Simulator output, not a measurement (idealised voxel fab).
Herein follows the process module entitled voxel capacitor over wiring.
Cross-sectional view cut (width: 285 nm; square cell size: 5 nm).
Square cells in a grid make up a cross-section in this document, and the grid is given as bands, listed from the top down, each one or more rows of cells.
First you get the band's top height and its bottom height, in nm, and then the materials it's made of, left to right, with each width in nm. If you see a single material with "edge to edge", that one covers the band edge to edge. "air" is empty space.
Measure heights from 0. That's the level where, below it, the as-received wafer is all one material. The lowest band is bottomless and extends downward; write it as in "from 0 down".
It should be noted that a width expressed as "30->40" varies in equal increments from row to row of cells within the band, taking the value of the first number at the top row and that of the second number at the bottom row.
For the purposes of this document, the phrase "same as before" attached to a step denotes that no cell within the cross-section was modified by that step.
Reported under the label "Enclosed void inventory" are the empty spaces having no open way to the top and comprising 8 cells or more; the notation for each is width x height at distance, in which the distance is measured from the left edge and all three values are in nm.
That trailing text on a step's line, after the settings, is the simulator's own remark on the step.
overlay nm: how far to the right of its planned place the mask lay on this masked step (negative: to the left).
## Steps in the process plan
- 1: RECEIVE [material Si]
- 2: CONFORMAL_DEP [material SiO2] [thk nm 15]
- 3: CONFORMAL_DEP [material SiCN] [thk nm 5]
- 4: DIRECTIONAL_DEP [material SiO2] [thk nm 20]
- 5: DIRECTIONAL_DEP [material aC] [thk nm 10]
- 6: PATTERN [tone open] [mask id METAL_1] [material resist] [width nm 20] [pitch nm 75] [thk nm 30] [overlay nm 0]
- 7: DIRECTIONAL_ETCH [etch materials aC] [depth nm 10]
- 8: STRIP [etch materials resist]
- 9: DIRECTIONAL_ETCH [etch materials SiO2] [depth nm 20]
- 10: DIRECTIONAL_ETCH [etch materials SiCN] [depth nm 5]
- 11: STRIP [etch materials aC]
- 12: CONFORMAL_DEP [material TiN] [thk nm 5]
- 13: FILL_DEP [material Cu] [thk nm 10]
- 14: CMP [height nm 40]
- 15: EPI [material Ru] [thk nm 5]
- 16: FILL_DEP [material SiCN] [thk nm 5]
- 17: DIRECTIONAL_DEP [material lowk] [thk nm 10]
- 18: PATTERN [tone open] [mask id PLUG_1] [material resist] [width nm 15] [thk nm 15] [overlay nm 0]
- 19: DIRECTIONAL_ETCH [etch materials lowk] [depth nm 10]
- 20: DIRECTIONAL_ETCH [etch materials SiCN] [depth nm 5]
- 21: STRIP [etch materials resist]
- 22: CONFORMAL_DEP [material TiN] [thk nm 5]
- 23: FILL_DEP [material W] [thk nm 5]
- 24: CMP [height nm 60]
- 25: DIRECTIONAL_DEP [material TiN] [thk nm 5]
- 26: DIRECTIONAL_DEP [material HfO2] [thk nm 5]
- 27: DIRECTIONAL_DEP [material TiN] [thk nm 5]
- 28: PATTERN [tone cover] [mask id UPPER_PLATE] [material resist] [width nm 60] [thk nm 15] [overlay nm 0]
- 29: DIRECTIONAL_ETCH [etch materials TiN] [depth nm 5]
- 30: DIRECTIONAL_ETCH [etch materials HfO2] [depth nm 5]
- 31: STRIP [etch materials resist]
- 32: MASKED_ETCH [tone cover] [mask id LOWER_PLATE] [width nm 70] [etch materials TiN] [depth nm 5] [overlay nm 0]
- 33: FILL_DEP [material SiO2] [thk nm 20]
- 34: CMP [height nm 90]
- 35: DIRECTIONAL_DEP [material aC] [thk nm 10]
- 36: PATTERN [tone open] [mask id PLUG_2] [material resist] [width nm 15] [thk nm 30] [overlay nm 0]
- 37: DIRECTIONAL_ETCH [etch materials aC] [depth nm 10]
- 38: STRIP [etch materials resist]
- 39: DIRECTIONAL_ETCH [etch materials SiO2] [depth nm 15]
- 40: STRIP [etch materials aC]
- 41: CONFORMAL_DEP [material TiN] [thk nm 5]
- 42: FILL_DEP [material W] [thk nm 5]
- 43: CMP [height nm 90]
- 44: CONFORMAL_DEP [material SiN] [thk nm 5]
## Incoming wafer, cross-sectional view, post step 1
- from 0 down  Si edge to edge
- Enclosed void inventory: none
## Here's the cross-section of the first of our two wafers at the end of the module - it ran as planned
- from 95 to 90  SiN edge to edge
- from 90 to 80  SiO2: 110  TiN: 5  W: 5  TiN: 5  SiO2: 160
- from 80 to 70  SiO2: 110->100  TiN: 15->60  SiO2: 160->125
- from 70 to 65  SiO2: 100  HfO2: 60  SiO2: 125
- from 65 to 60  SiO2: 95  TiN: 70  SiO2: 120
- from 60 to 50  lowk: 100  TiN: 5  W: 5  TiN: 5  lowk: 170
- from 50 to 45  SiCN: 100  TiN: 15  SiCN: 170
- from 45 to 40  SiCN: 90  Ru: 30  SiCN: 45  Ru: 30  SiCN: 90
- from 40 to 20  SiO2: 95  TiN: 5  Cu: 10  TiN: 5  SiO2: 55  TiN: 5  Cu: 10  TiN: 5  SiO2: 95
- from 20 to 15  SiCN: 95  TiN: 20  SiCN: 55  TiN: 20  SiCN: 95
- from 15 to 0  SiO2 edge to edge
- from 0 down  Si edge to edge
- Enclosed void inventory: none
## The second wafer, shown in cross-section after the module: started the same way as the first and given the same plan, yet one mistake crept into how it was run
- from 95 to 90  SiN edge to edge
- from 90 to 80  SiO2: 110  TiN: 5  W: 5  TiN: 5  SiO2: 160
- from 80 to 70  SiO2: 110->100  TiN: 15->60  SiO2: 160->125
- from 70 to 65  SiO2: 100  HfO2: 60  SiO2: 125
- from 65 to 60  SiO2: 100  TiN: 60  SiO2: 125
- from 60 to 50  lowk: 100  TiN: 5  W: 5  TiN: 5  lowk: 170
- from 50 to 45  SiCN: 100  TiN: 15  SiCN: 170
- from 45 to 40  SiCN: 90  Ru: 30  SiCN: 45  Ru: 30  SiCN: 90
- from 40 to 20  SiO2: 95  TiN: 5  Cu: 10  TiN: 5  SiO2: 55  TiN: 5  Cu: 10  TiN: 5  SiO2: 95
- from 20 to 15  SiCN: 95  TiN: 20  SiCN: 55  TiN: 20  SiCN: 95
- from 15 to 0  SiO2 edge to edge
- from 0 down  Si edge to edge
- Enclosed void inventory: none
It is concluded that the wafer was processed incorrectly with respect to the plan, in that step 32, actual vs plan mismatch, actual run MASKED_ETCH [tone cover] [mask id LOWER_PLATE] [width nm 60] [etch materials TiN] [depth nm 5] [overlay nm 0]
The second wafer ends with more or fewer cells of some materials than the first, per final count: +2 SiO2; -2 TiN
